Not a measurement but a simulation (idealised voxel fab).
Presented below is a process module, voxel capacitor over wiring.
Cross-section cut: width 190 nm, square cells of 5 nm.
Just so we're on the same page, the cross-sections are grids of square cells, and they're listed out in bands top to bottom, each band one or more rows deep.
Read a band's entry like this: the first values are the height of its top and the height of its bottom in nm, and what follows is the sequence of materials from left to right, each with its width in nm. Note that "blank" is empty space, and that a single material marked "everywhere" reaches across the band from edge to edge.
Heights are measured from 0, the level below which the as-received wafer is all one material; the lowest band has no bottom and continues downward, written as in "0 and below".
You'd read "30..40" like this: the band's top row of cells is as wide as the first number, its bottom row is as wide as the second, and going down, every row changes width by the same amount as the row before did.
Basically "no alterations made" means that step didn't change any cell in the cross-section.
"Enclosed internal voids" lists enclosed empty spaces (at least 8 cells, no open path upward to the top), each as width x height at distance from the left edge, in nm.
Read whatever lies past the settings on a step's line as the simulator's own remark about the step.
"overlay nm" on a masked step: distance the mask lay right of its planned place, negative for left.
-- plan
1 RECEIVE: material Si
2 CONFORMAL_DEP: material SiO2, thk nm 10
3 CONFORMAL_DEP: material SiN, thk nm 5
4 DIRECTIONAL_DEP: material SiO2, thk nm 15
5 MASKED_ETCH: tone open, mask id METAL_1, width nm 30, pitch nm 80, etch materials SiO2, depth nm 15, overlay nm 0
6 MASKED_ETCH: tone open, mask id METAL_1, width nm 30, pitch nm 80, etch materials SiN, depth nm 5, overlay nm 0
7 CONFORMAL_DEP: material TiN, thk nm 5
8 FILL_DEP: material Ru, thk nm 10
9 CMP: height nm 30
10 EPI: material Ru, thk nm 5
11 FILL_DEP: material SiCN, thk nm 5
12 DIRECTIONAL_DEP: material SiO2, thk nm 10
13 PATTERN: tone open, mask id PLUG_1, material resist, width nm 15, thk nm 15, overlay nm 0
14 DIRECTIONAL_ETCH: etch materials SiO2, depth nm 10
15 DIRECTIONAL_ETCH: etch materials SiCN, depth nm 5
16 STRIP: etch materials resist
17 CONFORMAL_DEP: material TiN, thk nm 5
18 FILL_DEP: material Cu, thk nm 10
19 CMP: height nm 50
20 DIRECTIONAL_DEP: material TiN, thk nm 5
21 DIRECTIONAL_DEP: material HfO2, thk nm 5
22 DIRECTIONAL_DEP: material TiN, thk nm 5
23 DIRECTIONAL_DEP: material aC, thk nm 10
24 PATTERN: tone cover, mask id UPPER_PLATE, material resist, width nm 55, thk nm 25, overlay nm 0
25 DIRECTIONAL_ETCH: etch materials aC, depth nm 10
26 STRIP: etch materials resist
27 DIRECTIONAL_ETCH: etch materials TiN, depth nm 5
28 DIRECTIONAL_ETCH: etch materials HfO2, depth nm 5
29 STRIP: etch materials aC
30 PATTERN: tone cover, mask id LOWER_PLATE, material resist, width nm 65, thk nm 15, overlay nm 0
31 DIRECTIONAL_ETCH: etch materials TiN, depth nm 5
32 STRIP: etch materials resist
33 FILL_DEP: material SiO2, thk nm 20
34 CMP: height nm 80
35 MASKED_ETCH: tone open, mask id PLUG_2, width nm 15, etch materials SiO2, depth nm 15, overlay nm 0
36 CONFORMAL_DEP: material TiN, thk nm 5
37 FILL_DEP: material W, thk nm 5
38 CMP: height nm 80
39 CONFORMAL_DEP: material SiN, thk nm 5
-- So this is the incoming wafer in cross-section - it's already been through step 1
0 and below  Si everywhere
Enclosed internal voids: none
-- First of two wafers: cross-section at end of module, run per plan
85 down to 80  SiN everywhere
80 down to 70  SiO2: 65  TiN: 5  W: 5  TiN: 5  SiO2: 110
70 down to 60  SiO2: 65..55  TiN: 15..55  SiO2: 110..80
60 down to 55  SiO2: 55  HfO2: 55  SiO2: 80
55 down to 50  SiO2: 50  TiN: 65  SiO2: 75
50 down to 40  SiO2: 55  TiN: 5  Cu: 5  TiN: 5  SiO2: 120
40 down to 35  SiCN: 55  TiN: 15  SiCN: 120
35 down to 30  SiCN: 35  Ru: 40  SiCN: 40  Ru: 40  SiCN: 35
30 down to 15  SiO2: 40  TiN: 5  Ru: 20  TiN: 5  SiO2: 50  TiN: 5  Ru: 20  TiN: 5  SiO2: 40
15 down to 10  SiN: 40  TiN: 30  SiN: 50  TiN: 30  SiN: 40
10 down to 0  SiO2 everywhere
0 and below  Si everywhere
Enclosed internal voids: none
-- So this is wafer number two of the two, cut at the end of the module - it started where the first did and had the same plan, we just got one thing wrong running it
85 down to 80  SiN everywhere
80 down to 70  SiO2: 65  TiN: 5  W: 5  TiN: 5  SiO2: 110
70 down to 60  SiO2: 65..55  TiN: 15..55  SiO2: 110..80
60 down to 55  SiO2: 55  HfO2: 55  SiO2: 80
55 down to 50  SiO2: 50  TiN: 65  SiO2: 75
50 down to 45  SiCN: 55  TiN: 15  SiCN: 120
45 down to 40  SiCN: 35  SiO2: 40  SiCN: 40  SiO2: 40  SiCN: 35
40 down to 35  SiO2 everywhere
35 down to 30  SiO2: 35  Ru: 40  SiO2: 40  Ru: 40  SiO2: 35
30 down to 15  SiO2: 40  TiN: 5  Ru: 20  TiN: 5  SiO2: 50  TiN: 5  Ru: 20  TiN: 5  SiO2: 40
15 down to 10  SiN: 40  TiN: 30  SiN: 50  TiN: 30  SiN: 40
10 down to 0  SiO2 everywhere
0 and below  Si everywhere
Enclosed internal voids: none
Diagnosis: steps 11 and 12: order swapped relative to plan
Looking at both finished wafers in cells, the second ends up ahead of or behind the first on some materials: 2 fewer of Cu, 6 more of SiO2, 4 fewer of TiN
